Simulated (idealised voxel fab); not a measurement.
Documented hereafter: the process module known as voxel tone inversion.
Each square cell in cross-section cut measures 5 nm, and the section as a whole is 280 nm wide.
In this document a cross-section is written as a grid of square cells. It is given as a series of bands, listed from the top down, and a band is one or more rows of cells.
Band: top height; bottom height; in nm. Then, left to right: material with width in nm, for each material. "everywhere": a single material spanning edge to edge. "blank": empty space.
Height datum 0, below which the as-received substrate wafer is one material. Lowest band open at the bottom, running downward: "from 0 down".
So if you see something like "30 to 40" for the width, read it as the top row of the band sitting at the first number and the bottom row at the second, with every row in between moving by the same amount as the last.
Any step labelled "same as before" changed none of the cells in the cross-section.
Closed-off voids of 8+ cells (no open route to the top) go in "Voids, sealed", written width x height at distance from the left edge, in nm.
Read whatever lies past the settings on a step's line as the simulator's own remark about the step.
Each step line may optionally specify "overlay nm", which for a step with a mask gives the rightward distance between the mask's planned place and where it lay, a negative value indicating the leftward direction.
Each pair below shows a cross-section before one step and the cross-section after it, down to the lowest band that changed. The line under each pair gives the step between them, with its settings. The pairs can come from different runs of this module on the same starting wafer, so a pair continues from the pair above only where its "Ex-ante state" says so.

# Ex-ante state
from 0 down = Si everywhere
Voids, sealed: none

# Resulting Cross-Section
from 10 to 0 = SiN everywhere
Rest of section, below 0: as before.
Voids, sealed: none
Between the cross-sections above, the step performed was CONFORMAL_DEP | material SiN | thk nm 10

Ex-ante state: = after-state of the pair above.

# Resulting Cross-Section
from 30 to 10 = aC everywhere
Rest of section, below 10: as before.
Voids, sealed: none
Between the cross-sections above, the step performed was DIRECTIONAL_DEP | material aC | thk nm 20

Ex-ante state: = after-state of the pair above.

# Resulting Cross-Section
from 55 to 30 = blank 85 nm, then resist 25 nm, then blank 15 nm, then resist 25 nm, then blank 15 nm, then resist 25 nm, then blank 90 nm
Rest of section, below 30: as before.
Voids, sealed: none
Between the cross-sections above, the step performed was PATTERN | tone cover | mask id POSTS | material resist | width nm 25 | pitch nm 40 | thk nm 25 | overlay nm 0

Ex-ante state: = after-state of the pair above.

# Resulting Cross-Section
from 35 to 30 = blank 85 nm, then resist 25 nm, then blank 15 nm, then resist 25 nm, then blank 15 nm, then resist 25 nm, then blank 90 nm
from 30 to 10 = blank 85 nm, then aC 25 nm, then blank 15 nm, then aC 25 nm, then blank 15 nm, then aC 25 nm, then blank 90 nm
Rest of section, below 10: as before.
Voids, sealed: none
Between the cross-sections above, the step performed was DIRECTIONAL_ETCH | etch materials aC | depth nm 20

Ex-ante state: = after-state of the pair above.

# Resulting Cross-Section
from 30 to 10 = blank 85 nm, then aC 25 nm, then blank 15 nm, then aC 25 nm, then blank 15 nm, then aC 25 nm, then blank 90 nm
Rest of section, below 10: as before.
Voids, sealed: none
Between the cross-sections above, the step performed was STRIP | etch materials resist

Ex-ante state: = after-state of the pair above.

# Resulting Cross-Section
from 35 to 30 = lowk everywhere
from 30 to 10 = lowk 85 nm, then aC 25 nm, then lowk 15 nm, then aC 25 nm, then lowk 15 nm, then aC 25 nm, then lowk 90 nm
Rest of section, below 10: as before.
Voids, sealed: none
Between the cross-sections above, the step performed was FILL_DEP | material lowk | thk nm 5

Ex-ante state: = after-state of the pair above.

# Resulting Cross-Section
from 30 to 10 = lowk 85 nm, then aC 25 nm, then lowk 15 nm, then aC 25 nm, then lowk 15 nm, then aC 25 nm, then lowk 90 nm
Rest of section, below 10: as before.
Voids, sealed: none
Between the cross-sections above, the step performed was CMP | height nm 30

Ex-ante state: = after-state of the pair above.

# Resulting Cross-Section
from 30 to 10 = lowk 85 nm, then blank 25 nm, then lowk 15 nm, then blank 25 nm, then lowk 15 nm, then blank 25 nm, then lowk 90 nm
Rest of section, below 10: as before.
Voids, sealed: none
Between the cross-sections above, the step performed was STRIP | etch materials aC

Ex-ante state: = after-state of the pair above.

# Resulting Cross-Section
from 35 to 30 = TiN 90 nm, then blank 15 nm, then TiN 25 nm, then blank 15 nm, then TiN 25 nm, then blank 15 nm, then TiN 95 nm
from 30 to 15 = lowk 85 nm, then TiN 5 nm, then blank 15 nm, then TiN 5 nm, then lowk 15 nm, then TiN 5 nm, then blank 15 nm, then TiN 5 nm, then lowk 15 nm, then TiN 5 nm, then blank 15 nm, then TiN 5 nm, then lowk 90 nm
from 15 to 10 = lowk 85 nm, then TiN 25 nm, then lowk 15 nm, then TiN 25 nm, then lowk 15 nm, then TiN 25 nm, then lowk 90 nm
Rest of section, below 10: as before.
Voids, sealed: none
Between the cross-sections above, the step performed was CONFORMAL_DEP | material TiN | thk nm 5

Ex-ante state: = after-state of the pair above.

# Resulting Cross-Section
from 40 to 35 = Ru everywhere
from 35 to 30 = TiN 90 nm, then Ru 15 nm, then TiN 25 nm, then Ru 15 nm, then TiN 25 nm, then Ru 15 nm, then TiN 95 nm
from 30 to 15 = lowk 85 nm, then TiN 5 nm, then Ru 15 nm, then TiN 5 nm, then lowk 15 nm, then TiN 5 nm, then Ru 15 nm, then TiN 5 nm, then lowk 15 nm, then TiN 5 nm, then Ru 15 nm, then TiN 5 nm, then lowk 90 nm
Rest of section, below 15: as before.
Voids, sealed: none
Between the cross-sections above, the step performed was FILL_DEP | material Ru | thk nm 5

Ex-ante state: = after-state of the pair above.

# Resulting Cross-Section
from 30 to 15 = lowk 85 nm, then TiN 5 nm, then Ru 15 nm, then TiN 5 nm, then lowk 15 nm, then TiN 5 nm, then Ru 15 nm, then TiN 5 nm, then lowk 15 nm, then TiN 5 nm, then Ru 15 nm, then TiN 5 nm, then lowk 90 nm
Rest of section, below 15: as before.
Voids, sealed: none
Between the cross-sections above, the step performed was CMP | height nm 30

Ex-ante state: = after-state of the pair above.

# Resulting Cross-Section
from 35 to 30 = SiN everywhere
Rest of section, below 30: as before.
Voids, sealed: none
Between the cross-sections above, the step performed was CONFORMAL_DEP | material SiN | thk nm 5

# Ex-ante state
from 40 to 35 = Ru everywhere
from 35 to 30 = TiN 90 nm, then Ru 15 nm, then TiN 25 nm, then Ru 15 nm, then TiN 25 nm, then Ru 15 nm, then TiN 95 nm
from 30 to 15 = lowk 85 nm, then TiN 5 nm, then Ru 15 nm, then TiN 5 nm, then lowk 15 nm, then TiN 5 nm, then Ru 15 nm, then TiN 5 nm, then lowk 15 nm, then TiN 5 nm, then Ru 15 nm, then TiN 5 nm, then lowk 90 nm
from 15 to 10 = lowk 85 nm, then TiN 25 nm, then lowk 15 nm, then TiN 25 nm, then lowk 15 nm, then TiN 25 nm, then lowk 90 nm
from 10 to 0 = SiN everywhere
from 0 down = Si everywhere
Voids, sealed: none

# Resulting Cross-Section
from 45 to 35 = Ru everywhere
Rest of section, below 35: as before.
Voids, sealed: none
Between the cross-sections above, the step performed was FILL_DEP | material Ru | thk nm 5

Ex-ante state: = after-state of the pair above.

# Resulting Cross-Section
from 30 to 15 = lowk 85 nm, then TiN 5 nm, then Ru 15 nm, then TiN 5 nm, then lowk 15 nm, then TiN 5 nm, then Ru 15 nm, then TiN 5 nm, then lowk 15 nm, then TiN 5 nm, then Ru 15 nm, then TiN 5 nm, then lowk 90 nm
Rest of section, below 15: as before.
Voids, sealed: none
Between the cross-sections above, the step performed was CMP | height nm 30

# Ex-ante state
from 0 down = Si everywhere
Voids, sealed: none

# Resulting Cross-Section
from 20 to 0 = aC everywhere
Rest of section, below 0: as before.
Voids, sealed: none
Between the cross-sections above, the step performed was DIRECTIONAL_DEP | material aC | thk nm 20

Ex-ante state: = after-state of the pair above.

# Resulting Cross-Section
from 30 to 20 = SiN everywhere
Rest of section, below 20: as before.
Voids, sealed: none
Between the cross-sections above, the step performed was CONFORMAL_DEP | material SiN | thk nm 10

Ex-ante state: = after-state of the pair above.

# Resulting Cross-Section
from 55 to 30 = blank 85 nm, then resist 25 nm, then blank 15 nm, then resist 25 nm, then blank 15 nm, then resist 25 nm, then blank 90 nm
Rest of section, below 30: as before.
Voids, sealed: none
Between the cross-sections above, the step performed was PATTERN | tone cover | mask id POSTS | material resist | width nm 25 | pitch nm 40 | thk nm 25 | overlay nm 0

Ex-ante state: = after-state of the pair above.

# Resulting Cross-Section
from 35 to 30 = blank 85 nm, then resist 25 nm, then blank 15 nm, then resist 25 nm, then blank 15 nm, then resist 25 nm, then blank 90 nm
Rest of section, below 30: as before.
Voids, sealed: none
Between the cross-sections above, the step performed was DIRECTIONAL_ETCH | etch materials aC | depth nm 20

Ex-ante state: = after-state of the pair above.

# Resulting Cross-Section
from 30 to 20 = SiN everywhere
Rest of section, below 20: as before.
Voids, sealed: none
Between the cross-sections above, the step performed was STRIP | etch materials resist

Ex-ante state: = after-state of the pair above.

# Resulting Cross-Section
from 35 to 30 = lowk everywhere
Rest of section, below 30: as before.
Voids, sealed: none
Between the cross-sections above, the step performed was FILL_DEP | material lowk | thk nm 5

Ex-ante state: = after-state of the pair above.

# Resulting Cross-Section
from 30 to 20 = SiN everywhere
Rest of section, below 20: as before.
Voids, sealed: none
Between the cross-sections above, the step performed was CMP | height nm 30

Ex-ante state: = after-state of the pair above.

# Resulting Cross-Section
from 35 to 30 = TiN everywhere
Rest of section, below 30: as before.
Voids, sealed: none
Between the cross-sections above, the step performed was CONFORMAL_DEP | material TiN | thk nm 5

Ex-ante state: = after-state of the pair above.

# Resulting Cross-Section
from 40 to 35 = Ru everywhere
Rest of section, below 35: as before.
Voids, sealed: none
Between the cross-sections above, the step performed was FILL_DEP | material Ru | thk nm 5

Ex-ante state: = after-state of the pair above.

# Resulting Cross-Section
from 30 to 20 = SiN everywhere
Rest of section, below 20: as before.
Voids, sealed: none
Between the cross-sections above, the step performed was CMP | height nm 30

Ex-ante state: = after-state of the pair above.

# Resulting Cross-Section
from 35 to 20 = SiN everywhere
Rest of section, below 20: as before.
Voids, sealed: none
Between the cross-sections above, the step performed was CONFORMAL_DEP | material SiN | thk nm 5

# Ex-ante state
from 40 to 35 = Ru everywhere
from 35 to 30 = TiN 90 nm, then Ru 15 nm, then TiN 25 nm, then Ru 15 nm, then TiN 25 nm, then Ru 15 nm, then TiN 95 nm
from 30 to 15 = lowk 85 nm, then TiN 5 nm, then Ru 15 nm, then TiN 5 nm, then lowk 15 nm, then TiN 5 nm, then Ru 15 nm, then TiN 5 nm, then lowk 15 nm, then TiN 5 nm, then Ru 15 nm, then TiN 5 nm, then lowk 90 nm
from 15 to 10 = lowk 85 nm, then TiN 25 nm, then lowk 15 nm, then TiN 25 nm, then lowk 15 nm, then TiN 25 nm, then lowk 90 nm
from 10 to 0 = SiN everywhere
from 0 down = Si everywhere
Voids, sealed: none

# Resulting Cross-Section
from 35 to 30 = TiN 90 nm, then Ru 15 nm, then TiN 25 nm, then Ru 15 nm, then TiN 25 nm, then Ru 15 nm, then TiN 95 nm
Rest of section, below 30: as before.
Voids, sealed: none
Between the cross-sections above, the step performed was CMP | height nm 35

Ex-ante state: = after-state of the pair above.

# Resulting Cross-Section
from 40 to 35 = SiN everywhere
Rest of section, below 35: as before.
Voids, sealed: none
Between the cross-sections above, the step performed was CONFORMAL_DEP | material SiN | thk nm 5

# Ex-ante state
from 30 to 10 = aC everywhere
from 10 to 0 = SiN everywhere
from 0 down = Si everywhere
Voids, sealed: none

# Resulting Cross-Section
from 55 to 30 = blank 90 nm, then resist 15 nm, then blank 25 nm, then resist 15 nm, then blank 25 nm, then resist 15 nm, then blank 95 nm
Rest of section, below 30: as before.
Voids, sealed: none
Between the cross-sections above, the step performed was PATTERN | tone cover | mask id POSTS | material resist | width nm 15 | pitch nm 40 | thk nm 25 | overlay nm 0

Ex-ante state: = after-state of the pair above.

# Resulting Cross-Section
from 35 to 30 = blank 90 nm, then resist 15 nm, then blank 25 nm, then resist 15 nm, then blank 25 nm, then resist 15 nm, then blank 95 nm
from 30 to 10 = blank 90 nm, then aC 15 nm, then blank 25 nm, then aC 15 nm, then blank 25 nm, then aC 15 nm, then blank 95 nm
Rest of section, below 10: as before.
Voids, sealed: none
Between the cross-sections above, the step performed was DIRECTIONAL_ETCH | etch materials aC | depth nm 20

Ex-ante state: = after-state of the pair above.

# Resulting Cross-Section
from 30 to 10 = blank 90 nm, then aC 15 nm, then blank 25 nm, then aC 15 nm, then blank 25 nm, then aC 15 nm, then blank 95 nm
Rest of section, below 10: as before.
Voids, sealed: none
Between the cross-sections above, the step performed was STRIP | etch materials resist

Ex-ante state: = after-state of the pair above.

# Resulting Cross-Section
from 35 to 30 = lowk everywhere
from 30 to 10 = lowk 90 nm, then aC 15 nm, then lowk 25 nm, then aC 15 nm, then lowk 25 nm, then aC 15 nm, then lowk 95 nm
Rest of section, below 10: as before.
Voids, sealed: none
Between the cross-sections above, the step performed was FILL_DEP | material lowk | thk nm 5

Ex-ante state: = after-state of the pair above.

# Resulting Cross-Section
from 30 to 10 = lowk 90 nm, then aC 15 nm, then lowk 25 nm, then aC 15 nm, then lowk 25 nm, then aC 15 nm, then lowk 95 nm
Rest of section, below 10: as before.
Voids, sealed: none
Between the cross-sections above, the step performed was CMP | height nm 30

Ex-ante state: = after-state of the pair above.

# Resulting Cross-Section
from 30 to 10 = lowk 90 nm, then blank 15 nm, then lowk 25 nm, then blank 15 nm, then lowk 25 nm, then blank 15 nm, then lowk 95 nm
Rest of section, below 10: as before.
Voids, sealed: none
Between the cross-sections above, the step performed was STRIP | etch materials aC

Ex-ante state: = after-state of the pair above.

# Resulting Cross-Section
from 35 to 30 = TiN 95 nm, then blank 5 nm, then TiN 35 nm, then blank 5 nm, then TiN 35 nm, then blank 5 nm, then TiN 100 nm
from 30 to 15 = lowk 90 nm, then TiN 5 nm, then blank 5 nm, then TiN 5 nm, then lowk 25 nm, then TiN 5 nm, then blank 5 nm, then TiN 5 nm, then lowk 25 nm, then TiN 5 nm, then blank 5 nm, then TiN 5 nm, then lowk 95 nm
from 15 to 10 = lowk 90 nm, then TiN 15 nm, then lowk 25 nm, then TiN 15 nm, then lowk 25 nm, then TiN 15 nm, then lowk 95 nm
Rest of section, below 10: as before.
Voids, sealed: none
Between the cross-sections above, the step performed was CONFORMAL_DEP | material TiN | thk nm 5

Ex-ante state: = after-state of the pair above.

# Resulting Cross-Section
from 40 to 35 = Ru everywhere
from 35 to 30 = TiN 95 nm, then Ru 5 nm, then TiN 35 nm, then Ru 5 nm, then TiN 35 nm, then Ru 5 nm, then TiN 100 nm
from 30 to 15 = lowk 90 nm, then TiN 5 nm, then Ru 5 nm, then TiN 5 nm, then lowk 25 nm, then TiN 5 nm, then Ru 5 nm, then TiN 5 nm, then lowk 25 nm, then TiN 5 nm, then Ru 5 nm, then TiN 5 nm, then lowk 95 nm
Rest of section, below 15: as before.
Voids, sealed: none
Between the cross-sections above, the step performed was FILL_DEP | material Ru | thk nm 5

Ex-ante state: = after-state of the pair above.

# Resulting Cross-Section
from 30 to 15 = lowk 90 nm, then TiN 5 nm, then Ru 5 nm, then TiN 5 nm, then lowk 25 nm, then TiN 5 nm, then Ru 5 nm, then TiN 5 nm, then lowk 25 nm, then TiN 5 nm, then Ru 5 nm, then TiN 5 nm, then lowk 95 nm
Rest of section, below 15: as before.
Voids, sealed: none
Between the cross-sections above, the step performed was CMP | height nm 30

Ex-ante state: = after-state of the pair above.

# Resulting Cross-Section
from 35 to 30 = SiN everywhere
Rest of section, below 30: as before.
Voids, sealed: none
Between the cross-sections above, the step performed was CONFORMAL_DEP | material SiN | thk nm 5

# Ex-ante state
from 30 to 10 = aC everywhere
from 10 to 0 = SiN everywhere
from 0 down = Si everywhere
Voids, sealed: none

# Resulting Cross-Section
from 55 to 30 = blank 90 nm, then resist 25 nm, then blank 15 nm, then resist 25 nm, then blank 15 nm, then resist 25 nm, then blank 85 nm
Rest of section, below 30: as before.
Voids, sealed: none
Between the cross-sections above, the step performed was PATTERN | tone cover | mask id POSTS | material resist | width nm 25 | pitch nm 40 | thk nm 25 | overlay nm 5

Ex-ante state: = after-state of the pair above.

# Resulting Cross-Section
from 35 to 30 = blank 90 nm, then resist 25 nm, then blank 15 nm, then resist 25 nm, then blank 15 nm, then resist 25 nm, then blank 85 nm
from 30 to 10 = blank 90 nm, then aC 25 nm, then blank 15 nm, then aC 25 nm, then blank 15 nm, then aC 25 nm, then blank 85 nm
Rest of section, below 10: as before.
Voids, sealed: none
Between the cross-sections above, the step performed was DIRECTIONAL_ETCH | etch materials aC | depth nm 20

Ex-ante state: = after-state of the pair above.

# Resulting Cross-Section
from 30 to 10 = blank 90 nm, then aC 25 nm, then blank 15 nm, then aC 25 nm, then blank 15 nm, then aC 25 nm, then blank 85 nm
Rest of section, below 10: as before.
Voids, sealed: none
Between the cross-sections above, the step performed was STRIP | etch materials resist

Ex-ante state: = after-state of the pair above.

# Resulting Cross-Section
from 35 to 30 = lowk everywhere
from 30 to 10 = lowk 90 nm, then aC 25 nm, then lowk 15 nm, then aC 25 nm, then lowk 15 nm, then aC 25 nm, then lowk 85 nm
Rest of section, below 10: as before.
Voids, sealed: none
Between the cross-sections above, the step performed was FILL_DEP | material lowk | thk nm 5

Ex-ante state: = after-state of the pair above.

# Resulting Cross-Section
from 30 to 10 = lowk 90 nm, then aC 25 nm, then lowk 15 nm, then aC 25 nm, then lowk 15 nm, then aC 25 nm, then lowk 85 nm
Rest of section, below 10: as before.
Voids, sealed: none
Between the cross-sections above, the step performed was CMP | height nm 30

Ex-ante state: = after-state of the pair above.

# Resulting Cross-Section
from 30 to 10 = lowk 90 nm, then blank 25 nm, then lowk 15 nm, then blank 25 nm, then lowk 15 nm, then blank 25 nm, then lowk 85 nm
Rest of section, below 10: as before.
Voids, sealed: none
Between the cross-sections above, the step performed was STRIP | etch materials aC

Ex-ante state: = after-state of the pair above.

# Resulting Cross-Section
from 35 to 30 = TiN 95 nm, then blank 15 nm, then TiN 25 nm, then blank 15 nm, then TiN 25 nm, then blank 15 nm, then TiN 90 nm
from 30 to 15 = lowk 90 nm, then TiN 5 nm, then blank 15 nm, then TiN 5 nm, then lowk 15 nm, then TiN 5 nm, then blank 15 nm, then TiN 5 nm, then lowk 15 nm, then TiN 5 nm, then blank 15 nm, then TiN 5 nm, then lowk 85 nm
from 15 to 10 = lowk 90 nm, then TiN 25 nm, then lowk 15 nm, then TiN 25 nm, then lowk 15 nm, then TiN 25 nm, then lowk 85 nm
Rest of section, below 10: as before.
Voids, sealed: none
Between the cross-sections above, the step performed was CONFORMAL_DEP | material TiN | thk nm 5

Ex-ante state: = after-state of the pair above.

# Resulting Cross-Section
from 40 to 35 = Ru everywhere
from 35 to 30 = TiN 95 nm, then Ru 15 nm, then TiN 25 nm, then Ru 15 nm, then TiN 25 nm, then Ru 15 nm, then TiN 90 nm
from 30 to 15 = lowk 90 nm, then TiN 5 nm, then Ru 15 nm, then TiN 5 nm, then lowk 15 nm, then TiN 5 nm, then Ru 15 nm, then TiN 5 nm, then lowk 15 nm, then TiN 5 nm, then Ru 15 nm, then TiN 5 nm, then lowk 85 nm
Rest of section, below 15: as before.
Voids, sealed: none
Between the cross-sections above, the step performed was FILL_DEP | material Ru | thk nm 5

Ex-ante state: = after-state of the pair above.

# Resulting Cross-Section
from 30 to 15 = lowk 90 nm, then TiN 5 nm, then Ru 15 nm, then TiN 5 nm, then lowk 15 nm, then TiN 5 nm, then Ru 15 nm, then TiN 5 nm, then lowk 15 nm, then TiN 5 nm, then Ru 15 nm, then TiN 5 nm, then lowk 85 nm
Rest of section, below 15: as before.
Voids, sealed: none
Between the cross-sections above, the step performed was CMP | height nm 30

Ex-ante state: = after-state of the pair above.

# Resulting Cross-Section
from 35 to 30 = SiN everywhere
Rest of section, below 30: as before.
Voids, sealed: none
Between the cross-sections above, the step performed was CONFORMAL_DEP | material SiN | thk nm 5

# Ex-ante state
from 30 to 10 = blank 85 nm, then aC 25 nm, then blank 15 nm, then aC 25 nm, then blank 15 nm, then aC 25 nm, then blank 90 nm
from 10 to 0 = SiN everywhere
from 0 down = Si everywhere
Voids, sealed: none

# Resulting Cross-Section
from 35 to 30 = TiN everywhere
from 30 to 10 = TiN 85 nm, then aC 25 nm, then TiN 15 nm, then aC 25 nm, then TiN 15 nm, then aC 25 nm, then TiN 90 nm
Rest of section, below 10: as before.
Voids, sealed: none
Between the cross-sections above, the step performed was FILL_DEP | material TiN | thk nm 5

Ex-ante state: = after-state of the pair above.

# Resulting Cross-Section
from 30 to 10 = TiN 85 nm, then aC 25 nm, then TiN 15 nm, then aC 25 nm, then TiN 15 nm, then aC 25 nm, then TiN 90 nm
Rest of section, below 10: as before.
Voids, sealed: none
Between the cross-sections above, the step performed was CMP | height nm 30

Ex-ante state: = after-state of the pair above.

# Resulting Cross-Section
from 30 to 10 = TiN 85 nm, then blank 25 nm, then TiN 15 nm, then blank 25 nm, then TiN 15 nm, then blank 25 nm, then TiN 90 nm
Rest of section, below 10: as before.
Voids, sealed: none
Between the cross-sections above, the step performed was STRIP | etch materials aC

Ex-ante state: = after-state of the pair above.

# Resulting Cross-Section
from 35 to 15 = TiN 90 nm, then blank 15 nm, then TiN 25 nm, then blank 15 nm, then TiN 25 nm, then blank 15 nm, then TiN 95 nm
from 15 to 10 = TiN everywhere
Rest of section, below 10: as before.
Voids, sealed: none
Between the cross-sections above, the step performed was CONFORMAL_DEP | material TiN | thk nm 5

Ex-ante state: = after-state of the pair above.

# Resulting Cross-Section
from 40 to 35 = Ru everywhere
from 35 to 15 = TiN 90 nm, then Ru 15 nm, then TiN 25 nm, then Ru 15 nm, then TiN 25 nm, then Ru 15 nm, then TiN 95 nm
Rest of section, below 15: as before.
Voids, sealed: none
Between the cross-sections above, the step performed was FILL_DEP | material Ru | thk nm 5

Ex-ante state: = after-state of the pair above.

# Resulting Cross-Section
from 30 to 15 = TiN 90 nm, then Ru 15 nm, then TiN 25 nm, then Ru 15 nm, then TiN 25 nm, then Ru 15 nm, then TiN 95 nm
Rest of section, below 15: as before.
Voids, sealed: none
Between the cross-sections above, the step performed was CMP | height nm 30

Ex-ante state: = after-state of the pair above.

# Resulting Cross-Section
from 35 to 30 = SiN everywhere
Rest of section, below 30: as before.
Voids, sealed: none
Between the cross-sections above, the step performed was CONFORMAL_DEP | material SiN | thk nm 5

# Ex-ante state
from 30 to 10 = aC everywhere
from 10 to 0 = SiN everywhere
from 0 down = Si everywhere
Voids, sealed: none

# Resulting Cross-Section
from 55 to 30 = resist 85 nm, then blank 25 nm, then resist 15 nm, then blank 25 nm, then resist 15 nm, then blank 25 nm, then resist 90 nm
Rest of section, below 30: as before.
Voids, sealed: none
Between the cross-sections above, the step performed was PATTERN | tone open | mask id POSTS | material resist | width nm 25 | pitch nm 40 | thk nm 25 | overlay nm 0

Ex-ante state: = after-state of the pair above.

# Resulting Cross-Section
from 35 to 30 = resist 85 nm, then blank 25 nm, then resist 15 nm, then blank 25 nm, then resist 15 nm, then blank 25 nm, then resist 90 nm
from 30 to 10 = aC 85 nm, then blank 25 nm, then aC 15 nm, then blank 25 nm, then aC 15 nm, then blank 25 nm, then aC 90 nm
Rest of section, below 10: as before.
Voids, sealed: none
Between the cross-sections above, the step performed was DIRECTIONAL_ETCH | etch materials aC | depth nm 20

Ex-ante state: = after-state of the pair above.

# Resulting Cross-Section
from 30 to 10 = aC 85 nm, then blank 25 nm, then aC 15 nm, then blank 25 nm, then aC 15 nm, then blank 25 nm, then aC 90 nm
Rest of section, below 10: as before.
Voids, sealed: none
Between the cross-sections above, the step performed was STRIP | etch materials resist

Ex-ante state: = after-state of the pair above.

# Resulting Cross-Section
from 35 to 30 = lowk everywhere
from 30 to 10 = aC 85 nm, then lowk 25 nm, then aC 15 nm, then lowk 25 nm, then aC 15 nm, then lowk 25 nm, then aC 90 nm
Rest of section, below 10: as before.
Voids, sealed: none
Between the cross-sections above, the step performed was FILL_DEP | material lowk | thk nm 5

Ex-ante state: = after-state of the pair above.

# Resulting Cross-Section
from 30 to 10 = aC 85 nm, then lowk 25 nm, then aC 15 nm, then lowk 25 nm, then aC 15 nm, then lowk 25 nm, then aC 90 nm
Rest of section, below 10: as before.
Voids, sealed: none
Between the cross-sections above, the step performed was CMP | height nm 30

Ex-ante state: = after-state of the pair above.

# Resulting Cross-Section
from 30 to 10 = blank 85 nm, then lowk 25 nm, then blank 15 nm, then lowk 25 nm, then blank 15 nm, then lowk 25 nm, then blank 90 nm
Rest of section, below 10: as before.
Voids, sealed: none
Between the cross-sections above, the step performed was STRIP | etch materials aC

Ex-ante state: = after-state of the pair above.

# Resulting Cross-Section
from 35 to 30 = blank 80 nm, then TiN 35 nm, then blank 5 nm, then TiN 35 nm, then blank 5 nm, then TiN 35 nm, then blank 85 nm
from 30 to 15 = blank 80 nm, then TiN 5 nm, then lowk 25 nm, then TiN 5 nm, then blank 5 nm, then TiN 5 nm, then lowk 25 nm, then TiN 5 nm, then blank 5 nm, then TiN 5 nm, then lowk 25 nm, then TiN 5 nm, then blank 85 nm
from 15 to 10 = TiN 85 nm, then lowk 25 nm, then TiN 15 nm, then lowk 25 nm, then TiN 15 nm, then lowk 25 nm, then TiN 90 nm
Rest of section, below 10: as before.
Voids, sealed: none
Between the cross-sections above, the step performed was CONFORMAL_DEP | material TiN | thk nm 5

Ex-ante state: = after-state of the pair above.

# Resulting Cross-Section
from 40 to 35 = Ru everywhere
from 35 to 30 = Ru 80 nm, then TiN 35 nm, then Ru 5 nm, then TiN 35 nm, then Ru 5 nm, then TiN 35 nm, then Ru 85 nm
from 30 to 15 = Ru 80 nm, then TiN 5 nm, then lowk 25 nm, then TiN 5 nm, then Ru 5 nm, then TiN 5 nm, then lowk 25 nm, then TiN 5 nm, then Ru 5 nm, then TiN 5 nm, then lowk 25 nm, then TiN 5 nm, then Ru 85 nm
Rest of section, below 15: as before.
Voids, sealed: none
Between the cross-sections above, the step performed was FILL_DEP | material Ru | thk nm 5

Ex-ante state: = after-state of the pair above.

# Resulting Cross-Section
from 30 to 15 = Ru 80 nm, then TiN 5 nm, then lowk 25 nm, then TiN 5 nm, then Ru 5 nm, then TiN 5 nm, then lowk 25 nm, then TiN 5 nm, then Ru 5 nm, then TiN 5 nm, then lowk 25 nm, then TiN 5 nm, then Ru 85 nm
Rest of section, below 15: as before.
Voids, sealed: none
Between the cross-sections above, the step performed was CMP | height nm 30

Ex-ante state: = after-state of the pair above.

# Resulting Cross-Section
from 35 to 30 = SiN everywhere
Rest of section, below 30: as before.
Voids, sealed: none
Between the cross-sections above, the step performed was CONFORMAL_DEP | material SiN | thk nm 5
